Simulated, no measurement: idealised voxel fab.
Process module heading - voxel capacitor over wiring
Xsec cut, 250 nm wide, square cell size 5 nm.
When this document writes out a cross-section, it uses a grid of square cells and lists it as bands, beginning at the top and moving down, with a band standing for one or more rows of cells. Read a band's entry like this: the first values are the height of its top and the height of its bottom in nm, and what follows is the sequence of materials from left to right, each with its width in nm. Note that "empty" is empty space, and that a single material marked "throughout" reaches across the band from edge to edge. Beneath 0, the wafer as received is one material, and that level is where height counting begins. The lowest band goes on downward without a bottom; it is written like "top 0, no bottom". The notation "30 to 40" denotes a width that varies across the rows of cells in the band, beginning at the first number in the top row, finishing at the second number in the bottom row, and changing by an identical amount from each row to the next. Where a step carries "nothing changed", the cross-section came out of it unchanged, cell for cell. Heads up: "Enclosed cavity list" only lists the empty pockets with no open path to the top that are 8 cells or more, and it writes them as width x height at distance, distance from the left edge, in nm. On a step's line, text after the settings is the simulator commenting on that step. If you see "overlay nm" on a step's line and that step has a mask, it's telling you how far right of where it was planned the mask ended up; a negative number means it went left instead. Pairs follow: section before one process step, section after it down to the lowest changed band, step with settings underneath. Pairs may come from different runs of this module on the same starting wafer; continuity with the pair above only as stated in the "Ahead of processing" entry.
# Ahead of processing
	top 125, bottom 95 | empty=70  resist=85  empty=95
	top 95, bottom 85 | empty=70  resist=5  aC=25  resist=55  empty=95
	top 85, bottom 80 | empty=70  resist=5  aC=75  resist=5  empty=95
	top 80, bottom 70 | empty=65  aC=10  TiN=25  aC=50  resist=5  empty=95
	top 70, bottom 65 | aC=75  HfO2=25  TiN=50  aC=100
	top 65, bottom 60 | aC=65  TiN=85  aC=100
	top 60, bottom 55 | aC=65  Ru=35  HfO2=50  aC=100
	top 55, bottom 50 | TiN=65  Ru=35  TiN=150
	top 50, bottom 40 | lowk=75  Ru=15  lowk=160
	top 40, bottom 35 | SiCN=75  Ru=15  SiCN=160
	top 35, bottom 15 | lowk=60  TiN=5  W=20  TiN=5  lowk=70  TiN=5  W=20  TiN=5  lowk=60
	top 15, bottom 10 | SiCN=60  TiN=30  SiCN=70  TiN=30  SiCN=60
	top 10, bottom 0 | SiO2 throughout
	top 0, no bottom | Si throughout
	Enclosed cavity list: none
# Post-Step Geometry
	top 110, bottom 95 | empty=70  resist=85  empty=95
	top 95, bottom 85 | empty=70  resist=5  aC=25  resist=55  empty=95
	top 85, bottom 80 | empty=70  resist=5  aC=75  resist=5  empty=95
	top 80, bottom 70 | empty=70  aC=5  TiN=25  aC=50  resist=5  empty=95
	top 70, bottom 65 | empty=70  aC=5  HfO2=25  TiN=50  aC=5  empty=95
	top 65, bottom 60 | empty=65  TiN=85  aC=5  empty=95
	top 60, bottom 55 | empty=65  Ru=35  HfO2=50  aC=5  empty=95
	Nothing below the height 55 has changed.
	Enclosed cavity list: none
The cross-sections above show the structure before and after this step: DIRECTIONAL_ETCH,etch materials aC,depth nm 15
Ahead of processing: as shown after the step in the preceding pair, directly above.
# Post-Step Geometry
	top 95, bottom 85 | empty=75  aC=25  empty=150
	top 85, bottom 80 | empty=75  aC=75  empty=100
	top 80, bottom 70 | empty=70  aC=5  TiN=25  aC=50  empty=100
	Nothing below the height 70 has changed.
	Enclosed cavity list: none
The cross-sections above show the structure before and after this step: STRIP,etch materials resist
Ahead of processing: as shown after the step in the preceding pair, directly above.
# Post-Step Geometry
	top 95, bottom 85 | empty=75  aC=25  empty=150
	top 85, bottom 80 | empty=75  aC=75  empty=100
	top 80, bottom 70 | empty=70  aC=5  TiN=25  aC=50  empty=100
	top 70, bottom 65 | empty=70  aC=5  HfO2=25  TiN=50  aC=5  empty=95
	top 65, bottom 60 | empty=70  TiN=80  aC=5  empty=95
	top 60, bottom 55 | empty=65  Ru=35  HfO2=50  aC=5  empty=95
	top 55, bottom 50 | empty=65  Ru=35  TiN=55  empty=95
	Nothing below the height 50 has changed.
	Enclosed cavity list: none
The cross-sections above show the structure before and after this step: DIRECTIONAL_ETCH,etch materials TiN,depth nm 5
Ahead of processing: as shown after the step in the preceding pair, directly above.
# Post-Step Geometry
	top 80, bottom 70 | empty=75  TiN=25  empty=150
	top 70, bottom 65 | empty=75  HfO2=25  TiN=50  empty=100
	top 65, bottom 60 | empty=70  TiN=80  empty=100
	top 60, bottom 55 | empty=65  Ru=35  HfO2=50  empty=100
	Nothing below the height 55 has changed.
	Enclosed cavity list: none
The cross-sections above show the structure before and after this step: STRIP,etch materials aC
Ahead of processing: as shown after the step in the preceding pair, directly above.
# Post-Step Geometry
	top 95, bottom 80 | SiO2 throughout
	top 80, bottom 70 | SiO2=75  TiN=25  SiO2=150
	top 70, bottom 65 | SiO2=75  HfO2=25  TiN=50  SiO2=100
	top 65, bottom 60 | SiO2=70  TiN=80  SiO2=100
	top 60, bottom 55 | SiO2=65  Ru=35  HfO2=50  SiO2=100
	top 55, bottom 50 | SiO2=65  Ru=35  TiN=55  SiO2=95
	Nothing below the height 50 has changed.
	Enclosed cavity list: none
The cross-sections above show the structure before and after this step: FILL_DEP,material SiO2,thk nm 15
Ahead of processing: as shown after the step in the preceding pair, directly above.
# Post-Step Geometry
	top 80, bottom 70 | SiO2=75  TiN=25  SiO2=150
	Nothing below the height 70 has changed.
	Enclosed cavity list: none
The cross-sections above show the structure before and after this step: CMP,height nm 80
Ahead of processing: as shown after the step in the preceding pair, directly above.
# Post-Step Geometry
	top 90, bottom 80 | aC throughout
	Nothing below the height 80 has changed.
	Enclosed cavity list: none
The cross-sections above show the structure before and after this step: DIRECTIONAL_DEP,material aC,thk nm 10
Ahead of processing: as shown after the step in the preceding pair, directly above.
# Post-Step Geometry
	top 115, bottom 90 | resist=85  empty=15  resist=150
	Nothing below the height 90 has changed.
	Enclosed cavity list: none
The cross-sections above show the structure before and after this step: PATTERN,tone open,mask id PLUG_2,material resist,width nm 15,thk nm 25,overlay nm 0
Ahead of processing: as shown after the step in the preceding pair, directly above.
# Post-Step Geometry
	top 105, bottom 90 | resist=85  empty=15  resist=150
	top 90, bottom 80 | aC=85  empty=15  aC=150
	Nothing below the height 80 has changed.
	Enclosed cavity list: none
The cross-sections above show the structure before and after this step: DIRECTIONAL_ETCH,etch materials aC,depth nm 10
Ahead of processing: as shown after the step in the preceding pair, directly above.
# Post-Step Geometry
	top 90, bottom 80 | aC=85  empty=15  aC=150
	Nothing below the height 80 has changed.
	Enclosed cavity list: none
The cross-sections above show the structure before and after this step: STRIP,etch materials resist
Ahead of processing: as shown after the step in the preceding pair, directly above.
# Post-Step Geometry
	top 80, bottom 70 | SiO2=75  TiN=25  SiO2=150
	Nothing below the height 70 has changed.
	Enclosed cavity list: none
The cross-sections above show the structure before and after this step: STRIP,etch materials aC
Ahead of processing: as shown after the step in the preceding pair, directly above.
# Post-Step Geometry
	top 85, bottom 80 | TiN throughout
	Nothing below the height 80 has changed.
	Enclosed cavity list: none
The cross-sections above show the structure before and after this step: CONFORMAL_DEP,material TiN,thk nm 5
Ahead of processing: as shown after the step in the preceding pair, directly above.
# Post-Step Geometry
	top 90, bottom 85 | W throughout
	Nothing below the height 85 has changed.
	Enclosed cavity list: none
The cross-sections above show the structure before and after this step: FILL_DEP,material W,thk nm 5
Ahead of processing: as shown after the step in the preceding pair, directly above.
# Post-Step Geometry
	top 80, bottom 70 | SiO2=75  TiN=25  SiO2=150
	Nothing below the height 70 has changed.
	Enclosed cavity list: none
The cross-sections above show the structure before and after this step: CMP,height nm 80
Ahead of processing: as shown after the step in the preceding pair, directly above.
# Post-Step Geometry
	top 85, bottom 80 | SiCN throughout
	Nothing below the height 80 has changed.
	Enclosed cavity list: none
The cross-sections above show the structure before and after this step: CONFORMAL_DEP,material SiCN,thk nm 5
# Ahead of processing
	top 10, bottom 0 | SiO2 throughout
	top 0, no bottom | Si throughout
	Enclosed cavity list: none
# Post-Step Geometry
	top 30, bottom 10 | lowk throughout
	Nothing below the height 10 has changed.
	Enclosed cavity list: none
The cross-sections above show the structure before and after this step: DIRECTIONAL_DEP,material lowk,thk nm 20
Ahead of processing: as shown after the step in the preceding pair, directly above.
# Post-Step Geometry
	top 35, bottom 30 | SiCN throughout
	Nothing below the height 30 has changed.
	Enclosed cavity list: none
The cross-sections above show the structure before and after this step: CONFORMAL_DEP,material SiCN,thk nm 5
Ahead of processing: as shown after the step in the preceding pair, directly above.
# Post-Step Geometry
	top 50, bottom 35 | resist=60  empty=30  resist=70  empty=30  resist=60
	Nothing below the height 35 has changed.
	Enclosed cavity list: none
The cross-sections above show the structure before and after this step: PATTERN,tone open,mask id METAL_1,material resist,width nm 30,pitch nm 100,thk nm 15,overlay nm 0
Ahead of processing: as shown after the step in the preceding pair, directly above.
# Post-Step Geometry
	top 50, bottom 35 | resist=60  empty=30  resist=70  empty=30  resist=60
	top 35, bottom 30 | SiCN=60  empty=30  SiCN=70  empty=30  SiCN=60
	Nothing below the height 30 has changed.
	Enclosed cavity list: none
The cross-sections above show the structure before and after this step: DIRECTIONAL_ETCH,etch materials SiCN,depth nm 5
Ahead of processing: as shown after the step in the preceding pair, directly above.
# Post-Step Geometry
	top 35, bottom 30 | SiCN=60  empty=30  SiCN=70  empty=30  SiCN=60
	Nothing below the height 30 has changed.
	Enclosed cavity list: none
The cross-sections above show the structure before and after this step: STRIP,etch materials resist
Ahead of processing: as shown after the step in the preceding pair, directly above.
# Post-Step Geometry
	top 40, bottom 35 | TiN=65  empty=20  TiN=80  empty=20  TiN=65
	top 35, bottom 30 | SiCN=60  TiN=30  SiCN=70  TiN=30  SiCN=60
	Nothing below the height 30 has changed.
	Enclosed cavity list: none
The cross-sections above show the structure before and after this step: CONFORMAL_DEP,material TiN,thk nm 5
Ahead of processing: as shown after the step in the preceding pair, directly above.
# Post-Step Geometry
	top 45, bottom 40 | W throughout
	top 40, bottom 35 | TiN=65  W=20  TiN=80  W=20  TiN=65
	Nothing below the height 35 has changed.
	Enclosed cavity list: none
The cross-sections above show the structure before and after this step: FILL_DEP,material W,thk nm 5
Ahead of processing: as shown after the step in the preceding pair, directly above.
# Post-Step Geometry
	top 35, bottom 30 | SiCN=60  TiN=30  SiCN=70  TiN=30  SiCN=60
	Nothing below the height 30 has changed.
	Enclosed cavity list: none
The cross-sections above show the structure before and after this step: CMP,height nm 35
Ahead of processing: as shown after the step in the preceding pair, directly above.
# Post-Step Geometry
	top 40, bottom 35 | SiCN throughout
	Nothing below the height 35 has changed.
	Enclosed cavity list: none
The cross-sections above show the structure before and after this step: CONFORMAL_DEP,material SiCN,thk nm 5
Ahead of processing: as shown after the step in the preceding pair, directly above.
# Post-Step Geometry
	top 50, bottom 40 | lowk throughout
	Nothing below the height 40 has changed.
	Enclosed cavity list: none
The cross-sections above show the structure before and after this step: DIRECTIONAL_DEP,material lowk,thk nm 10
Ahead of processing: as shown after the step in the preceding pair, directly above.
# Post-Step Geometry
	top 70, bottom 50 | resist=75  empty=15  resist=160
	Nothing below the height 50 has changed.
	Enclosed cavity list: none
The cross-sections above show the structure before and after this step: PATTERN,tone open,mask id PLUG_1,material resist,width nm 15,thk nm 20,overlay nm 0
Ahead of processing: as shown after the step in the preceding pair, directly above.
# Post-Step Geometry
	top 70, bottom 50 | resist=75  empty=15  resist=160
	top 50, bottom 40 | lowk=75  empty=15  lowk=160
	Nothing below the height 40 has changed.
	Enclosed cavity list: none
The cross-sections above show the structure before and after this step: DIRECTIONAL_ETCH,etch materials lowk,depth nm 10
Ahead of processing: as shown after the step in the preceding pair, directly above.
# Post-Step Geometry
	top 70, bottom 50 | resist=75  empty=15  resist=160
	top 50, bottom 40 | lowk=75  empty=15  lowk=160
	top 40, bottom 35 | SiCN=75  empty=15  SiCN=160
	Nothing below the height 35 has changed.
	Enclosed cavity list: none
The cross-sections above show the structure before and after this step: DIRECTIONAL_ETCH,etch materials SiCN,depth nm 5
Ahead of processing: as shown after the step in the preceding pair, directly above.
# Post-Step Geometry
	top 50, bottom 40 | lowk=75  empty=15  lowk=160
	Nothing below the height 40 has changed.
	Enclosed cavity list: none
The cross-sections above show the structure before and after this step: STRIP,etch materials resist
Ahead of processing: as shown after the step in the preceding pair, directly above.
# Post-Step Geometry
	top 50, bottom 45 | lowk=75  empty=15  lowk=160
	top 45, bottom 40 | lowk=75  Ru=15  lowk=160
	top 40, bottom 35 | SiCN=75  Ru=15  SiCN=160
	Nothing below the height 35 has changed.
	Enclosed cavity list: none
The cross-sections above show the structure before and after this step: EPI,material Ru,thk nm 10
Ahead of processing: as shown after the step in the preceding pair, directly above.
# Post-Step Geometry
	top 50, bottom 40 | lowk=75  Ru=15  lowk=160
	Nothing below the height 40 has changed.
	Enclosed cavity list: none
The cross-sections above show the structure before and after this step: EPI,material Ru,thk nm 5
Ahead of processing: as shown after the step in the preceding pair, directly above.
# Post-Step Geometry
	top 55, bottom 50 | TiN throughout
	Nothing below the height 50 has changed.
	Enclosed cavity list: none
The cross-sections above show the structure before and after this step: DIRECTIONAL_DEP,material TiN,thk nm 5
Ahead of processing: as shown after the step in the preceding pair, directly above.
# Post-Step Geometry
	top 60, bottom 55 | HfO2 throughout
	Nothing below the height 55 has changed.
	Enclosed cavity list: none
The cross-sections above show the structure before and after this step: DIRECTIONAL_DEP,material HfO2,thk nm 5
Ahead of processing: as shown after the step in the preceding pair, directly above.
# Post-Step Geometry
	top 70, bottom 60 | TiN throughout
	Nothing below the height 60 has changed.
	Enclosed cavity list: none
The cross-sections above show the structure before and after this step: DIRECTIONAL_DEP,material TiN,thk nm 10
Ahead of processing: as shown after the step in the preceding pair, directly above.
# Post-Step Geometry
	top 80, bottom 70 | aC throughout
	Nothing below the height 70 has changed.
	Enclosed cavity list: none
The cross-sections above show the structure before and after this step: DIRECTIONAL_DEP,material aC,thk nm 10
Ahead of processing: as shown after the step in the preceding pair, directly above.
# Post-Step Geometry
	top 110, bottom 80 | empty=75  resist=75  empty=100
	Nothing below the height 80 has changed.
	Enclosed cavity list: none
The cross-sections above show the structure before and after this step: PATTERN,tone cover,mask id UPPER_PLATE,material resist,width nm 75,thk nm 30,overlay nm 0
Ahead of processing: as shown after the step in the preceding pair, directly above.
# Post-Step Geometry
	top 100, bottom 80 | empty=75  resist=75  empty=100
	top 80, bottom 70 | empty=75  aC=75  empty=100
	Nothing below the height 70 has changed.
	Enclosed cavity list: none
The cross-sections above show the structure before and after this step: DIRECTIONAL_ETCH,etch materials aC,depth nm 10
Ahead of processing: as shown after the step in the preceding pair, directly above.
# Post-Step Geometry
	top 80, bottom 70 | empty=75  aC=75  empty=100
	Nothing below the height 70 has changed.
	Enclosed cavity list: none
The cross-sections above show the structure before and after this step: STRIP,etch materials resist
Ahead of processing: as shown after the step in the preceding pair, directly above.
# Post-Step Geometry
	top 80, bottom 70 | empty=75  aC=75  empty=100
	top 70, bottom 60 | empty=75  TiN=75  empty=100
	Nothing below the height 60 has changed.
	Enclosed cavity list: none
The cross-sections above show the structure before and after this step: DIRECTIONAL_ETCH,etch materials TiN,depth nm 10
Ahead of processing: as shown after the step in the preceding pair, directly above.
# Post-Step Geometry
	top 80, bottom 70 | empty=75  aC=75  empty=100
	top 70, bottom 60 | empty=75  TiN=75  empty=100
	top 60, bottom 55 | empty=75  HfO2=75  empty=100
	Nothing below the height 55 has changed.
	Enclosed cavity list: none
The cross-sections above show the structure before and after this step: DIRECTIONAL_ETCH,etch materials HfO2,depth nm 5
Ahead of processing: as shown after the step in the preceding pair, directly above.
# Post-Step Geometry
	top 70, bottom 60 | empty=75  TiN=75  empty=100
	Nothing below the height 60 has changed.
	Enclosed cavity list: none
The cross-sections above show the structure before and after this step: STRIP,etch materials aC
Ahead of processing: as shown after the step in the preceding pair, directly above.
# Post-Step Geometry
	top 85, bottom 70 | empty=75  aC=75  empty=100
	top 70, bottom 60 | aC=75  TiN=75  aC=100
	top 60, bottom 55 | aC=75  HfO2=75  aC=100
	Nothing below the height 55 has changed.
	Enclosed cavity list: none
The cross-sections above show the structure before and after this step: DIRECTIONAL_DEP,material aC,thk nm 15
Ahead of processing: as shown after the step in the preceding pair, directly above.
# Post-Step Geometry
	top 115, bottom 85 | empty=70  resist=85  empty=95
	top 85, bottom 70 | empty=70  resist=5  aC=75  resist=5  empty=95
	Nothing below the height 70 has changed.
	Enclosed cavity list: none
The cross-sections above show the structure before and after this step: PATTERN,tone cover,mask id LOWER_PLATE,material resist,width nm 85,thk nm 30,overlay nm 0
Ahead of processing: as shown after the step in the preceding pair, directly above.
# Post-Step Geometry
	top 100, bottom 85 | empty=70  resist=85  empty=95
	top 85, bottom 70 | empty=70  resist=5  aC=75  resist=5  empty=95
	top 70, bottom 60 | empty=70  aC=5  TiN=75  aC=5  empty=95
	top 60, bottom 55 | empty=70  aC=5  HfO2=75  aC=5  empty=95
	Nothing below the height 55 has changed.
	Enclosed cavity list: none
The cross-sections above show the structure before and after this step: DIRECTIONAL_ETCH,etch materials aC,depth nm 15
Ahead of processing: as shown after the step in the preceding pair, directly above.
# Post-Step Geometry
	top 85, bottom 70 | empty=75  aC=75  empty=100
	Nothing below the height 70 has changed.
	Enclosed cavity list: none
The cross-sections above show the structure before and after this step: STRIP,etch materials resist
Ahead of processing: as shown after the step in the preceding pair, directly above.
# Post-Step Geometry
	top 85, bottom 70 | empty=75  aC=75  empty=100
	top 70, bottom 60 | empty=70  aC=5  TiN=75  aC=5  empty=95
	top 60, bottom 55 | empty=70  aC=5  HfO2=75  aC=5  empty=95
	top 55, bottom 50 | empty=70  TiN=85  empty=95
	Nothing below the height 50 has changed.
	Enclosed cavity list: none
The cross-sections above show the structure before and after this step: DIRECTIONAL_ETCH,etch materials TiN,depth nm 5
Ahead of processing: as shown after the step in the preceding pair, directly above.
# Post-Step Geometry
	top 70, bottom 60 | empty=75  TiN=75  empty=100
	top 60, bottom 55 | empty=75  HfO2=75  empty=100
	Nothing below the height 55 has changed.
	Enclosed cavity list: none
The cross-sections above show the structure before and after this step: STRIP,etch materials aC
Ahead of processing: as shown after the step in the preceding pair, directly above.
# Post-Step Geometry
	top 85, bottom 70 | SiO2 throughout
	top 70, bottom 60 | SiO2=75  TiN=75  SiO2=100
	top 60, bottom 55 | SiO2=75  HfO2=75  SiO2=100
	top 55, bottom 50 | SiO2=70  TiN=85  SiO2=95
	Nothing below the height 50 has changed.
	Enclosed cavity list: none
The cross-sections above show the structure before and after this step: FILL_DEP,material SiO2,thk nm 15
Ahead of processing: as shown after the step in the preceding pair, directly above.
# Post-Step Geometry
	top 80, bottom 70 | SiO2 throughout
	Nothing below the height 70 has changed.
	Enclosed cavity list: none
The cross-sections above show the structure before and after this step: CMP,height nm 80
Ahead of processing: as shown after the step in the preceding pair, directly above.
# Post-Step Geometry
	top 90, bottom 80 | aC throughout
	Nothing below the height 80 has changed.
	Enclosed cavity list: none
The cross-sections above show the structure before and after this step: DIRECTIONAL_DEP,material aC,thk nm 10
Ahead of processing: as shown after the step in the preceding pair, directly above.
# Post-Step Geometry
	top 115, bottom 90 | resist=85  empty=15  resist=150
	Nothing below the height 90 has changed.
	Enclosed cavity list: none
The cross-sections above show the structure before and after this step: PATTERN,tone open,mask id PLUG_2,material resist,width nm 15,thk nm 25,overlay nm 0
Ahead of processing: as shown after the step in the preceding pair, directly above.
# Post-Step Geometry
	top 105, bottom 90 | resist=85  empty=15  resist=150
	top 90, bottom 80 | aC=85  empty=15  aC=150
	Nothing below the height 80 has changed.
	Enclosed cavity list: none
The cross-sections above show the structure before and after this step: DIRECTIONAL_ETCH,etch materials aC,depth nm 10
Ahead of processing: as shown after the step in the preceding pair, directly above.
# Post-Step Geometry
	top 90, bottom 80 | aC=85  empty=15  aC=150
	Nothing below the height 80 has changed.
	Enclosed cavity list: none
The cross-sections above show the structure before and after this step: STRIP,etch materials resist
Ahead of processing: as shown after the step in the preceding pair, directly above.
# Post-Step Geometry
	top 90, bottom 80 | aC=85  empty=15  aC=150
	top 80, bottom 70 | SiO2=85  empty=15  SiO2=150
	Nothing below the height 70 has changed.
	Enclosed cavity list: none
The cross-sections above show the structure before and after this step: DIRECTIONAL_ETCH,etch materials SiO2,depth nm 10
Ahead of processing: as shown after the step in the preceding pair, directly above.
# Post-Step Geometry
	top 80, bottom 70 | SiO2=85  empty=15  SiO2=150
	Nothing below the height 70 has changed.
	Enclosed cavity list: none
The cross-sections above show the structure before and after this step: STRIP,etch materials aC
Ahead of processing: as shown after the step in the preceding pair, directly above.
# Post-Step Geometry
	top 85, bottom 80 | TiN=90  empty=5  TiN=155
	top 80, bottom 75 | SiO2=85  TiN=5  empty=5  TiN=5  SiO2=150
	top 75, bottom 70 | SiO2=85  TiN=15  SiO2=150
	Nothing below the height 70 has changed.
	Enclosed cavity list: none
The cross-sections above show the structure before and after this step: CONFORMAL_DEP,material TiN,thk nm 5
Ahead of processing: as shown after the step in the preceding pair, directly above.
# Post-Step Geometry
	top 90, bottom 85 | W throughout
	top 85, bottom 80 | TiN=90  W=5  TiN=155
	top 80, bottom 75 | SiO2=85  TiN=5  W=5  TiN=5  SiO2=150
	Nothing below the height 75 has changed.
	Enclosed cavity list: none
The cross-sections above show the structure before and after this step: FILL_DEP,material W,thk nm 5
Ahead of processing: as shown after the step in the preceding pair, directly above.
# Post-Step Geometry
	top 80, bottom 75 | SiO2=85  TiN=5  W=5  TiN=5  SiO2=150
	Nothing below the height 75 has changed.
	Enclosed cavity list: none
The cross-sections above show the structure before and after this step: CMP,height nm 80
Ahead of processing: as shown after the step in the preceding pair, directly above.
# Post-Step Geometry
	top 85, bottom 80 | SiCN throughout
	Nothing below the height 80 has changed.
	Enclosed cavity list: none
The cross-sections above show the structure before and after this step: CONFORMAL_DEP,material SiCN,thk nm 5
# Ahead of processing
	top 60, bottom 55 | HfO2 throughout
	top 55, bottom 50 | TiN throughout
	top 50, bottom 40 | lowk=75  Ru=15  lowk=160
	top 40, bottom 35 | SiCN=75  Ru=15  SiCN=160
	top 35, bottom 15 | lowk=60  TiN=5  W=20  TiN=5  lowk=70  TiN=5  W=20  TiN=5  lowk=60
	top 15, bottom 10 | SiCN=60  TiN=30  SiCN=70  TiN=30  SiCN=60
	top 10, bottom 0 | SiO2 throughout
	top 0, no bottom | Si throughout
	Enclosed cavity list: none
# Post-Step Geometry
	top 75, bottom 60 | TiN throughout
	Nothing below the height 60 has changed.
	Enclosed cavity list: none
The cross-sections above show the structure before and after this step: DIRECTIONAL_DEP,material TiN,thk nm 15
Ahead of processing: as shown after the step in the preceding pair, directly above.
# Post-Step Geometry
	top 85, bottom 75 | aC throughout
	Nothing below the height 75 has changed.
	Enclosed cavity list: none
The cross-sections above show the structure before and after this step: DIRECTIONAL_DEP,material aC,thk nm 10
Ahead of processing: as shown after the step in the preceding pair, directly above.
# Post-Step Geometry
	top 115, bottom 85 | empty=75  resist=75  empty=100
	Nothing below the height 85 has changed.
	Enclosed cavity list: none
The cross-sections above show the structure before and after this step: PATTERN,tone cover,mask id UPPER_PLATE,material resist,width nm 75,thk nm 30,overlay nm 0
Ahead of processing: as shown after the step in the preceding pair, directly above.
# Post-Step Geometry
	top 105, bottom 85 | empty=75  resist=75  empty=100
	top 85, bottom 75 | empty=75  aC=75  empty=100
	Nothing below the height 75 has changed.
	Enclosed cavity list: none
The cross-sections above show the structure before and after this step: DIRECTIONAL_ETCH,etch materials aC,depth nm 10
Ahead of processing: as shown after the step in the preceding pair, directly above.
# Post-Step Geometry
	top 85, bottom 75 | empty=75  aC=75  empty=100
	Nothing below the height 75 has changed.
	Enclosed cavity list: none
The cross-sections above show the structure before and after this step: STRIP,etch materials resist
Ahead of processing: as shown after the step in the preceding pair, directly above.
# Post-Step Geometry
	top 85, bottom 75 | empty=75  aC=75  empty=100
	top 75, bottom 65 | empty=75  TiN=75  empty=100
	Nothing below the height 65 has changed.
	Enclosed cavity list: none
The cross-sections above show the structure before and after this step: DIRECTIONAL_ETCH,etch materials TiN,depth nm 10
Ahead of processing: as shown after the step in the preceding pair, directly above.
# Post-Step Geometry
	top 75, bottom 65 | empty=75  TiN=75  empty=100
	Nothing below the height 65 has changed.
	Enclosed cavity list: none
The cross-sections above show the structure before and after this step: STRIP,etch materials aC
Ahead of processing: as shown after the step in the preceding pair, directly above.
# Post-Step Geometry
	top 90, bottom 80 | empty=75  aC=75  empty=100
	top 80, bottom 75 | aC throughout
	top 75, bottom 65 | aC=75  TiN=75  aC=100
	Nothing below the height 65 has changed.
	Enclosed cavity list: none
The cross-sections above show the structure before and after this step: DIRECTIONAL_DEP,material aC,thk nm 15
Ahead of processing: as shown after the step in the preceding pair, directly above.
# Post-Step Geometry
	top 120, bottom 90 | empty=70  resist=85  empty=95
	top 90, bottom 80 | empty=70  resist=5  aC=75  resist=5  empty=95
	Nothing below the height 80 has changed.
	Enclosed cavity list: none
The cross-sections above show the structure before and after this step: PATTERN,tone cover,mask id LOWER_PLATE,material resist,width nm 85,thk nm 30,overlay nm 0
Ahead of processing: as shown after the step in the preceding pair, directly above.
# Post-Step Geometry
	top 105, bottom 90 | empty=70  resist=85  empty=95
	top 90, bottom 80 | empty=70  resist=5  aC=75  resist=5  empty=95
	top 80, bottom 75 | empty=70  aC=85  empty=95
	top 75, bottom 65 | empty=70  aC=5  TiN=75  aC=5  empty=95
	Nothing below the height 65 has changed.
	Enclosed cavity list: none
The cross-sections above show the structure before and after this step: DIRECTIONAL_ETCH,etch materials aC,depth nm 15
Ahead of processing: as shown after the step in the preceding pair, directly above.
# Post-Step Geometry
	top 90, bottom 80 | empty=75  aC=75  empty=100
	Nothing below the height 80 has changed.
	Enclosed cavity list: none
The cross-sections above show the structure before and after this step: STRIP,etch materials resist
Ahead of processing: as shown after the step in the preceding pair, directly above.
# Post-Step Geometry
	top 90, bottom 80 | empty=75  aC=75  empty=100
	top 80, bottom 75 | empty=70  aC=85  empty=95
	top 75, bottom 65 | empty=70  aC=5  TiN=75  aC=5  empty=95
	top 65, bottom 60 | empty=70  TiN=85  empty=95
	Nothing below the height 60 has changed.
	Enclosed cavity list: none
The cross-sections above show the structure before and after this step: DIRECTIONAL_ETCH,etch materials TiN,depth nm 5
Ahead of processing: as shown after the step in the preceding pair, directly above.
# Post-Step Geometry
	top 75, bottom 65 | empty=75  TiN=75  empty=100
	Nothing below the height 65 has changed.
	Enclosed cavity list: none
The cross-sections above show the structure before and after this step: STRIP,etch materials aC
Ahead of processing: as shown after the step in the preceding pair, directly above.
# Post-Step Geometry
	top 90, bottom 75 | SiO2 throughout
	top 75, bottom 65 | SiO2=75  TiN=75  SiO2=100
	top 65, bottom 60 | SiO2=70  TiN=85  SiO2=95
	Nothing below the height 60 has changed.
	Enclosed cavity list: none
The cross-sections above show the structure before and after this step: FILL_DEP,material SiO2,thk nm 15
Ahead of processing: as shown after the step in the preceding pair, directly above.
# Post-Step Geometry
	top 80, bottom 75 | SiO2 throughout
	Nothing below the height 75 has changed.
	Enclosed cavity list: none
The cross-sections above show the structure before and after this step: CMP,height nm 80
Ahead of processing: as shown after the step in the preceding pair, directly above.
# Post-Step Geometry
	top 90, bottom 80 | aC throughout
	Nothing below the height 80 has changed.
	Enclosed cavity list: none
The cross-sections above show the structure before and after this step: DIRECTIONAL_DEP,material aC,thk nm 10
Ahead of processing: as shown after the step in the preceding pair, directly above.
# Post-Step Geometry
	top 115, bottom 90 | resist=85  empty=15  resist=150
	Nothing below the height 90 has changed.
	Enclosed cavity list: none
The cross-sections above show the structure before and after this step: PATTERN,tone open,mask id PLUG_2,material resist,width nm 15,thk nm 25,overlay nm 0
Ahead of processing: as shown after the step in the preceding pair, directly above.
# Post-Step Geometry
	top 105, bottom 90 | resist=85  empty=15  resist=150
	top 90, bottom 80 | aC=85  empty=15  aC=150
	Nothing below the height 80 has changed.
	Enclosed cavity list: none
The cross-sections above show the structure before and after this step: DIRECTIONAL_ETCH,etch materials aC,depth nm 10
Ahead of processing: as shown after the step in the preceding pair, directly above.
# Post-Step Geometry
	top 90, bottom 80 | aC=85  empty=15  aC=150
	Nothing below the height 80 has changed.
	Enclosed cavity list: none
The cross-sections above show the structure before and after this step: STRIP,etch materials resist
Ahead of processing: as shown after the step in the preceding pair, directly above.
# Post-Step Geometry
	top 90, bottom 80 | aC=85  empty=15  aC=150
	top 80, bottom 75 | SiO2=85  empty=15  SiO2=150
	Nothing below the height 75 has changed.
	Enclosed cavity list: none
The cross-sections above show the structure before and after this step: DIRECTIONAL_ETCH,etch materials SiO2,depth nm 10
Ahead of processing: as shown after the step in the preceding pair, directly above.
# Post-Step Geometry
	top 80, bottom 75 | SiO2=85  empty=15  SiO2=150
	Nothing below the height 75 has changed.
	Enclosed cavity list: none
The cross-sections above show the structure before and after this step: STRIP,etch materials aC
Ahead of processing: as shown after the step in the preceding pair, directly above.
# Post-Step Geometry
	top 85, bottom 80 | TiN=90  empty=5  TiN=155
	top 80, bottom 75 | SiO2=85  TiN=15  SiO2=150
	Nothing below the height 75 has changed.
	Enclosed cavity list: none
The cross-sections above show the structure before and after this step: CONFORMAL_DEP,material TiN,thk nm 5
Ahead of processing: as shown after the step in the preceding pair, directly above.
# Post-Step Geometry
	top 90, bottom 85 | W throughout
	top 85, bottom 80 | TiN=90  W=5  TiN=155
	Nothing below the height 80 has changed.
	Enclosed cavity list: none
The cross-sections above show the structure before and after this step: FILL_DEP,material W,thk nm 5
Ahead of processing: as shown after the step in the preceding pair, directly above.
# Post-Step Geometry
	top 80, bottom 75 | SiO2=85  TiN=15  SiO2=150
	Nothing below the height 75 has changed.
	Enclosed cavity list: none
The cross-sections above show the structure before and after this step: CMP,height nm 80
Ahead of processing: as shown after the step in the preceding pair, directly above.
# Post-Step Geometry
	top 85, bottom 80 | SiCN throughout
	Nothing below the height 80 has changed.
	Enclosed cavity list: none
The cross-sections above show the structure before and after this step: CONFORMAL_DEP,material SiCN,thk nm 5
